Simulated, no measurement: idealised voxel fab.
A process module follows: voxel self aligned vias.
Section cut is 230 nm wide and gridded with 5 nm square cells.
Each cross-section below is a grid of square cells, stated as bands in top-down order, with one or more rows of cells making up each band. Heights first: top, then bottom, in nm. Then materials, left to right, each with a width in nm. "everywhere" on a single material: fills the band edge to edge. "empty": empty space. We count height from 0. Below that, the starting wafer is all one material. The lowest band never ends at the bottom but goes on down; see "0 down" for how that is written. So if you see something like "30 to 40" for the width, read it as the top row of the band sitting at the first number and the bottom row at the second, with every row in between moving by the same amount as the last. No cell of the cross-section changed in a step that is given as "no change". What "Enclosed void inventory" gives you is every empty space of 8 cells or more that is cut off from the top. Each appears as width x height at distance, with the distance taken from the left edge and width, height and distance all in nm. What comes after the settings on a step's line is commentary from the simulator itself on that step. Among the settings permitted on a step's line is "overlay nm"; applied to a step with a mask, it specifies the extent to which the mask lay to the right of its planned position, whereas a negative figure signifies a position to the left.
## Set out below are the planned steps of the process
step 1: RECEIVE (material Si)
step 2: CONFORMAL_DEP (material SiO2; thk nm 10)
step 3: CONFORMAL_DEP (material SiCN; thk nm 5)
step 4: DIRECTIONAL_DEP (material SiO2; thk nm 30)
step 5: DIRECTIONAL_DEP (material aC; thk nm 15)
step 6: PATTERN (tone open; mask id LINES; material resist; width nm 25; pitch nm 55; thk nm 30; overlay nm 0)
step 7: DIRECTIONAL_ETCH (etch materials aC; depth nm 15)
step 8: STRIP (etch materials resist)
step 9: DIRECTIONAL_ETCH (etch materials SiO2; depth nm 30)
step 10: STRIP (etch materials aC)
step 11: CONFORMAL_DEP (material TiN; thk nm 5)
step 12: FILL_DEP (material W; thk nm 5)
step 13: CMP (height nm 45)
step 14: SELECTIVE_ETCH (etch materials W Ru TiN; depth nm 10)
step 15: FILL_DEP (material SiN; thk nm 5)
step 16: CMP (height nm 45)
step 17: DIRECTIONAL_DEP (material SiO2; thk nm 15)
step 18: DIRECTIONAL_DEP (material aC; thk nm 10)
step 19: PATTERN (tone open; mask id VIAS; material resist; width nm 35; pitch nm 55; thk nm 25; overlay nm 0)
step 20: DIRECTIONAL_ETCH (etch materials aC; depth nm 10)
step 21: STRIP (etch materials resist)
step 22: DIRECTIONAL_ETCH (etch materials SiO2; depth nm 15)
step 23: DIRECTIONAL_ETCH (etch materials SiN; depth nm 10)
step 24: STRIP (etch materials aC)
step 25: CONFORMAL_DEP (material TiN; thk nm 5)
step 26: FILL_DEP (material Ru; thk nm 5)
step 27: CMP (height nm 60)
step 28: CONFORMAL_DEP (material SiCN; thk nm 5)
## First of two wafers: run as planned
## Wafer as received: cross-section following step 1
* 0 down: Si everywhere
* Enclosed void inventory: none
## Sectional view: wafer, after step 2
* 10 to 0: SiO2 everywhere
* Unchanged below 0.
## Sectional view: wafer, after step 3
* 15 to 10: SiCN everywhere
* Unchanged below 10.
## Sectional view: wafer, after step 4
* 45 to 15: SiO2 everywhere
* Unchanged below 15.
## Sectional view: wafer, after step 5
* 60 to 45: aC everywhere
* Unchanged below 45.
## Sectional view: wafer, after step 6
* 90 to 60: resist: 45; empty: 25; resist: 30; empty: 25; resist: 30; empty: 25; resist: 50
* Unchanged below 60.
## Sectional view: wafer, after step 7
* 75 to 60: resist: 45; empty: 25; resist: 30; empty: 25; resist: 30; empty: 25; resist: 50
* 60 to 45: aC: 45; empty: 25; aC: 30; empty: 25; aC: 30; empty: 25; aC: 50
* Unchanged below 45.
## Sectional view: wafer, after step 8
* 60 to 45: aC: 45; empty: 25; aC: 30; empty: 25; aC: 30; empty: 25; aC: 50
* Unchanged below 45.
## Sectional view: wafer, after step 9
* 60 to 45: aC: 45; empty: 25; aC: 30; empty: 25; aC: 30; empty: 25; aC: 50
* 45 to 15: SiO2: 45; empty: 25; SiO2: 30; empty: 25; SiO2: 30; empty: 25; SiO2: 50
* Unchanged below 15.
## Sectional view: wafer, after step 10
* 45 to 15: SiO2: 45; empty: 25; SiO2: 30; empty: 25; SiO2: 30; empty: 25; SiO2: 50
* Unchanged below 15.
## Sectional view: wafer, after step 11
* 50 to 45: TiN: 50; empty: 15; TiN: 40; empty: 15; TiN: 40; empty: 15; TiN: 55
* 45 to 20: SiO2: 45; TiN: 5; empty: 15; TiN: 5; SiO2: 30; TiN: 5; empty: 15; TiN: 5; SiO2: 30; TiN: 5; empty: 15; TiN: 5; SiO2: 50
* 20 to 15: SiO2: 45; TiN: 25; SiO2: 30; TiN: 25; SiO2: 30; TiN: 25; SiO2: 50
* Unchanged below 15.
## Sectional view: wafer, after step 12
* 55 to 50: W everywhere
* 50 to 45: TiN: 50; W: 15; TiN: 40; W: 15; TiN: 40; W: 15; TiN: 55
* 45 to 20: SiO2: 45; TiN: 5; W: 15; TiN: 5; SiO2: 30; TiN: 5; W: 15; TiN: 5; SiO2: 30; TiN: 5; W: 15; TiN: 5; SiO2: 50
* Unchanged below 20.
## Sectional view: wafer, after step 13
* 45 to 20: SiO2: 45; TiN: 5; W: 15; TiN: 5; SiO2: 30; TiN: 5; W: 15; TiN: 5; SiO2: 30; TiN: 5; W: 15; TiN: 5; SiO2: 50
* Unchanged below 20.
## Sectional view: wafer, after step 14
* 45 to 35: SiO2: 45; empty: 25; SiO2: 30; empty: 25; SiO2: 30; empty: 25; SiO2: 50
* Unchanged below 35.
## Sectional view: wafer, after step 15
* 50 to 45: SiN everywhere
* 45 to 35: SiO2: 45; SiN: 25; SiO2: 30; SiN: 25; SiO2: 30; SiN: 25; SiO2: 50
* Unchanged below 35.
## Sectional view: wafer, after step 16
* 45 to 35: SiO2: 45; SiN: 25; SiO2: 30; SiN: 25; SiO2: 30; SiN: 25; SiO2: 50
* Unchanged below 35.
## Sectional view: wafer, after step 17
* 60 to 45: SiO2 everywhere
* Unchanged below 45.
## Sectional view: wafer, after step 18
* 70 to 60: aC everywhere
* Unchanged below 60.
## Sectional view: wafer, after step 19
* 95 to 70: resist: 40; empty: 35; resist: 20; empty: 35; resist: 20; empty: 35; resist: 45
* Unchanged below 70.
## Sectional view: wafer, after step 20
* 85 to 70: resist: 40; empty: 35; resist: 20; empty: 35; resist: 20; empty: 35; resist: 45
* 70 to 60: aC: 40; empty: 35; aC: 20; empty: 35; aC: 20; empty: 35; aC: 45
* Unchanged below 60.
## Sectional view: wafer, after step 21
* 70 to 60: aC: 40; empty: 35; aC: 20; empty: 35; aC: 20; empty: 35; aC: 45
* Unchanged below 60.
## Sectional view: wafer, after step 22
* 70 to 60: aC: 40; empty: 35; aC: 20; empty: 35; aC: 20; empty: 35; aC: 45
* 60 to 45: SiO2: 40; empty: 35; SiO2: 20; empty: 35; SiO2: 20; empty: 35; SiO2: 45
* Unchanged below 45.
## Sectional view: wafer, after step 23
* 70 to 60: aC: 40; empty: 35; aC: 20; empty: 35; aC: 20; empty: 35; aC: 45
* 60 to 45: SiO2: 40; empty: 35; SiO2: 20; empty: 35; SiO2: 20; empty: 35; SiO2: 45
* 45 to 35: SiO2: 45; empty: 25; SiO2: 30; empty: 25; SiO2: 30; empty: 25; SiO2: 50
* Unchanged below 35.
## Sectional view: wafer, after step 24
* 60 to 45: SiO2: 40; empty: 35; SiO2: 20; empty: 35; SiO2: 20; empty: 35; SiO2: 45
* Unchanged below 45.
## Sectional view: wafer, after step 25
* 65 to 60: TiN: 45; empty: 25; TiN: 30; empty: 25; TiN: 30; empty: 25; TiN: 50
* 60 to 50: SiO2: 40; TiN: 5; empty: 25; TiN: 5; SiO2: 20; TiN: 5; empty: 25; TiN: 5; SiO2: 20; TiN: 5; empty: 25; TiN: 5; SiO2: 45
* 50 to 40: SiO2: 40 to 45; TiN: 10 to 5; empty: 15; TiN: 10 to 5; SiO2: 20 to 30; TiN: 10 to 5; empty: 15; TiN: 10 to 5; SiO2: 20 to 30; TiN: 10 to 5; empty: 15; TiN: 10 to 5; SiO2: 45 to 50
* 40 to 35: SiO2: 45; TiN: 25; SiO2: 30; TiN: 25; SiO2: 30; TiN: 25; SiO2: 50
* Unchanged below 35.
## Sectional view: wafer, after step 26
* 70 to 65: Ru everywhere
* 65 to 60: TiN: 45; Ru: 25; TiN: 30; Ru: 25; TiN: 30; Ru: 25; TiN: 50
* 60 to 50: SiO2: 40; TiN: 5; Ru: 25; TiN: 5; SiO2: 20; TiN: 5; Ru: 25; TiN: 5; SiO2: 20; TiN: 5; Ru: 25; TiN: 5; SiO2: 45
* 50 to 40: SiO2: 40 to 45; TiN: 10 to 5; Ru: 15; TiN: 10 to 5; SiO2: 20 to 30; TiN: 10 to 5; Ru: 15; TiN: 10 to 5; SiO2: 20 to 30; TiN: 10 to 5; Ru: 15; TiN: 10 to 5; SiO2: 45 to 50
* Unchanged below 40.
## Sectional view: wafer, after step 27
* 60 to 50: SiO2: 40; TiN: 5; Ru: 25; TiN: 5; SiO2: 20; TiN: 5; Ru: 25; TiN: 5; SiO2: 20; TiN: 5; Ru: 25; TiN: 5; SiO2: 45
* Unchanged below 50.
## Sectional view: wafer, after step 28
* 65 to 60: SiCN everywhere
* Unchanged below 60.
## Second wafer, same starting state and plan as the first, one mistake in the run, identical through step 21
## Second wafer at the planned finish of step 22, seen in cross-section
* 70 to 60: aC: 40; empty: 35; aC: 20; empty: 35; aC: 20; empty: 35; aC: 45
* 60 to 45: SiO2: 40; empty: 35; SiO2: 20; empty: 35; SiO2: 20; empty: 35; SiO2: 45
* 45 to 35: SiO2: 40; empty: 5; SiN: 25; empty: 5; SiO2: 20; empty: 5; SiN: 25; empty: 5; SiO2: 20; empty: 5; SiN: 25; empty: 5; SiO2: 45
* 35 to 30: SiO2: 40; empty: 5; TiN: 5; W: 15; TiN: 5; empty: 5; SiO2: 20; empty: 5; TiN: 5; W: 15; TiN: 5; empty: 5; SiO2: 20; empty: 5; TiN: 5; W: 15; TiN: 5; empty: 5; SiO2: 45
* Unchanged below 30.
## Second wafer at the planned finish of step 23, seen in cross-section
* 70 to 60: aC: 40; empty: 35; aC: 20; empty: 35; aC: 20; empty: 35; aC: 45
* 60 to 35: SiO2: 40; empty: 35; SiO2: 20; empty: 35; SiO2: 20; empty: 35; SiO2: 45
* Unchanged below 35.
## Second wafer at the planned finish of step 24, seen in cross-section
* 60 to 35: SiO2: 40; empty: 35; SiO2: 20; empty: 35; SiO2: 20; empty: 35; SiO2: 45
* Unchanged below 35.
## Second wafer at the planned finish of step 25, seen in cross-section
* 65 to 60: TiN: 45; empty: 25; TiN: 30; empty: 25; TiN: 30; empty: 25; TiN: 50
* 60 to 40: SiO2: 40; TiN: 5; empty: 25; TiN: 5; SiO2: 20; TiN: 5; empty: 25; TiN: 5; SiO2: 20; TiN: 5; empty: 25; TiN: 5; SiO2: 45
* 40 to 35: SiO2: 40; TiN: 35; SiO2: 20; TiN: 35; SiO2: 20; TiN: 35; SiO2: 45
* 35 to 30: SiO2: 40; TiN: 10; W: 15; TiN: 10; SiO2: 20; TiN: 10; W: 15; TiN: 10; SiO2: 20; TiN: 10; W: 15; TiN: 10; SiO2: 45
* Unchanged below 30.
## Second wafer at the planned finish of step 26, seen in cross-section
* 70 to 65: Ru everywhere
* 65 to 60: TiN: 45; Ru: 25; TiN: 30; Ru: 25; TiN: 30; Ru: 25; TiN: 50
* 60 to 40: SiO2: 40; TiN: 5; Ru: 25; TiN: 5; SiO2: 20; TiN: 5; Ru: 25; TiN: 5; SiO2: 20; TiN: 5; Ru: 25; TiN: 5; SiO2: 45
* Unchanged below 40.
## Second wafer at the planned finish of step 27, seen in cross-section
* 60 to 40: SiO2: 40; TiN: 5; Ru: 25; TiN: 5; SiO2: 20; TiN: 5; Ru: 25; TiN: 5; SiO2: 20; TiN: 5; Ru: 25; TiN: 5; SiO2: 45
* Unchanged below 40.
## Second wafer at the planned finish of step 28, seen in cross-section
* 65 to 60: SiCN everywhere
* Unchanged below 60.
Misprocessing identified: the plan's step 22 ran twice
Cell-count delta at end, second wafer over first, by material: +12 Ru, -18 SiO2, +6 TiN
